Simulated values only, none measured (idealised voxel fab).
The process module presented herein is designated voxel gate over fins.
Square cell edge 5 nm, section width 180 nm, ID cut.
Cross-section = grid of square cells, listed top down in bands; band = one or more rows.
In this notation a band is specified by the heights of its top and bottom, in that order and in nm, after which its materials appear from left to right, each paired with its width in nm. The word "throughout" attached to a single material means that material fills the band from edge to edge; the word "blank" stands for empty space.
Heights are measured from 0, the level below which the as-received wafer is all one material; the lowest band has no bottom and continues downward, written as in "from 0 down".
Width: "30->40" (first number = top row, second number = bottom row, same change from row to row of cells).
Any step labelled "all unchanged" changed none of the cells in the cross-section.
The entry titled "Closed void roster" provides the empty spaces that have no open way to the top, restricted to those of 8 cells or more. Each is presented as width x height at distance, the distance being measured from the left edge, with all three in nm.
If you see something after the settings on a step's line, that's the simulator's own remark about that step.
Each step line may optionally specify "overlay nm", which for a step with a mask gives the rightward distance between the mask's planned place and where it lay, a negative value indicating the leftward direction.
-- Process steps - plan
step 1: RECEIVE (material Si)
step 2: CONFORMAL_DEP (material SiN; thk nm 5)
step 3: DIRECTIONAL_DEP (material aC; thk nm 15)
step 4: PATTERN (tone cover; mask id FINS; material resist; width nm 15; pitch nm 40; thk nm 35; overlay nm 0)
step 5: DIRECTIONAL_ETCH (etch materials aC; depth nm 15)
step 6: STRIP (etch materials resist)
step 7: DIRECTIONAL_ETCH (etch materials SiN; depth nm 5)
step 8: DIRECTIONAL_ETCH (etch materials Si; depth nm 30)
step 9: STRIP (etch materials aC)
step 10: FILL_DEP (material SiO2; thk nm 10)
step 11: CMP (height nm 5)
step 12: SELECTIVE_ETCH (etch materials SiO2; depth nm 15)
step 13: STRIP (etch materials SiN)
step 14: CONFORMAL_DEP (material HfO2; thk nm 5)
step 15: CONFORMAL_DEP (material TiN; thk nm 5)
step 16: FILL_DEP (material W; thk nm 10)
step 17: CMP (height nm 15)
step 18: CONFORMAL_DEP (material SiCN; thk nm 5)
-- On the first of the two wafers: run conducted according to plan
-- As received (post step 1): cross-section
- from 0 down: Si throughout
- Closed void roster: none
-- Upon completion of step 2, the wafer appears in cross-section as shown
- from 5 to 0: SiN throughout
- Lower than 0, everything is as it was.
-- Upon completion of step 3, the wafer appears in cross-section as shown
- from 20 to 5: aC throughout
- Lower than 5, everything is as it was.
-- Upon completion of step 4, the wafer appears in cross-section as shown
- from 55 to 20: blank (20), resist (15), blank (25), resist (15), blank (25), resist (15), blank (25), resist (15), blank (25)
- Lower than 20, everything is as it was.
-- Upon completion of step 5, the wafer appears in cross-section as shown
- from 40 to 20: blank (20), resist (15), blank (25), resist (15), blank (25), resist (15), blank (25), resist (15), blank (25)
- from 20 to 5: blank (20), aC (15), blank (25), aC (15), blank (25), aC (15), blank (25), aC (15), blank (25)
- Lower than 5, everything is as it was.
-- Upon completion of step 6, the wafer appears in cross-section as shown
- from 20 to 5: blank (20), aC (15), blank (25), aC (15), blank (25), aC (15), blank (25), aC (15), blank (25)
- Lower than 5, everything is as it was.
-- Upon completion of step 7, the wafer appears in cross-section as shown
- from 20 to 5: blank (20), aC (15), blank (25), aC (15), blank (25), aC (15), blank (25), aC (15), blank (25)
- from 5 to 0: blank (20), SiN (15), blank (25), SiN (15), blank (25), SiN (15), blank (25), SiN (15), blank (25)
- Lower than 0, everything is as it was.
-- Upon completion of step 8, the wafer appears in cross-section as shown
- from 20 to 5: blank (20), aC (15), blank (25), aC (15), blank (25), aC (15), blank (25), aC (15), blank (25)
- from 5 to 0: blank (20), SiN (15), blank (25), SiN (15), blank (25), SiN (15), blank (25), SiN (15), blank (25)
- from 0 to -30: blank (20), Si (15), blank (25), Si (15), blank (25), Si (15), blank (25), Si (15), blank (25)
- Lower than -30, everything is as it was.
-- Upon completion of step 9, the wafer appears in cross-section as shown
- from 5 to 0: blank (20), SiN (15), blank (25), SiN (15), blank (25), SiN (15), blank (25), SiN (15), blank (25)
- Lower than 0, everything is as it was.
-- Upon completion of step 10, the wafer appears in cross-section as shown
- from 15 to 5: SiO2 throughout
- from 5 to 0: SiO2 (20), SiN (15), SiO2 (25), SiN (15), SiO2 (25), SiN (15), SiO2 (25), SiN (15), SiO2 (25)
- from 0 to -30: SiO2 (20), Si (15), SiO2 (25), Si (15), SiO2 (25), Si (15), SiO2 (25), Si (15), SiO2 (25)
- Lower than -30, everything is as it was.
-- Upon completion of step 11, the wafer appears in cross-section as shown
- from 5 to 0: SiO2 (20), SiN (15), SiO2 (25), SiN (15), SiO2 (25), SiN (15), SiO2 (25), SiN (15), SiO2 (25)
- Lower than 0, everything is as it was.
-- Upon completion of step 12, the wafer appears in cross-section as shown
- from 5 to 0: blank (20), SiN (15), blank (25), SiN (15), blank (25), SiN (15), blank (25), SiN (15), blank (25)
- from 0 to -10: blank (20), Si (15), blank (25), Si (15), blank (25), Si (15), blank (25), Si (15), blank (25)
- Lower than -10, everything is as it was.
-- Upon completion of step 13, the wafer appears in cross-section as shown
- from 0 to -10: blank (20), Si (15), blank (25), Si (15), blank (25), Si (15), blank (25), Si (15), blank (25)
- Lower than -10, everything is as it was.
-- Upon completion of step 14, the wafer appears in cross-section as shown
- from 5 to 0: blank (15), HfO2 (25), blank (15), HfO2 (25), blank (15), HfO2 (25), blank (15), HfO2 (25), blank (20)
- from 0 to -5: blank (15), HfO2 (5), Si (15), HfO2 (5), blank (15), HfO2 (5), Si (15), HfO2 (5), blank (15), HfO2 (5), Si (15), HfO2 (5), blank (15), HfO2 (5), Si (15), HfO2 (5), blank (20)
- from -5 to -10: HfO2 (20), Si (15), HfO2 (25), Si (15), HfO2 (25), Si (15), HfO2 (25), Si (15), HfO2 (25)
- Lower than -10, everything is as it was.
-- Upon completion of step 15, the wafer appears in cross-section as shown
- from 10 to 5: blank (10), TiN (35), blank (5), TiN (35), blank (5), TiN (35), blank (5), TiN (35), blank (15)
- from 5 to 0: blank (10), TiN (5), HfO2 (25), TiN (5), blank (5), TiN (5), HfO2 (25), TiN (5), blank (5), TiN (5), HfO2 (25), TiN (5), blank (5), TiN (5), HfO2 (25), TiN (5), blank (15)
- from 0 to -5: TiN (15), HfO2 (5), Si (15), HfO2 (5), TiN (15), HfO2 (5), Si (15), HfO2 (5), TiN (15), HfO2 (5), Si (15), HfO2 (5), TiN (15), HfO2 (5), Si (15), HfO2 (5), TiN (20)
- Lower than -5, everything is as it was.
-- Upon completion of step 16, the wafer appears in cross-section as shown
- from 20 to 10: W throughout
- from 10 to 5: W (10), TiN (35), W (5), TiN (35), W (5), TiN (35), W (5), TiN (35), W (15)
- from 5 to 0: W (10), TiN (5), HfO2 (25), TiN (5), W (5), TiN (5), HfO2 (25), TiN (5), W (5), TiN (5), HfO2 (25), TiN (5), W (5), TiN (5), HfO2 (25), TiN (5), W (15)
- Lower than 0, everything is as it was.
-- Upon completion of step 17, the wafer appears in cross-section as shown
- from 15 to 10: W throughout
- Lower than 10, everything is as it was.
-- Upon completion of step 18, the wafer appears in cross-section as shown
- from 20 to 15: SiCN throughout
- Lower than 15, everything is as it was.
-- Second of two: same start, same plan, one run error; steps up to and including 17 match the first
-- Second wafer: cross-section at the scheduled end of step 18
- from 20 to 15: SiO2 throughout
- Lower than 15, everything is as it was.
Run error: contrary to plan, step 18 was performed as CONFORMAL_DEP (material SiO2; thk nm 5)
FYI, end of process, the second wafer has more or fewer cells of some materials than the first: 36 fewer of SiCN, 36 more of SiO2
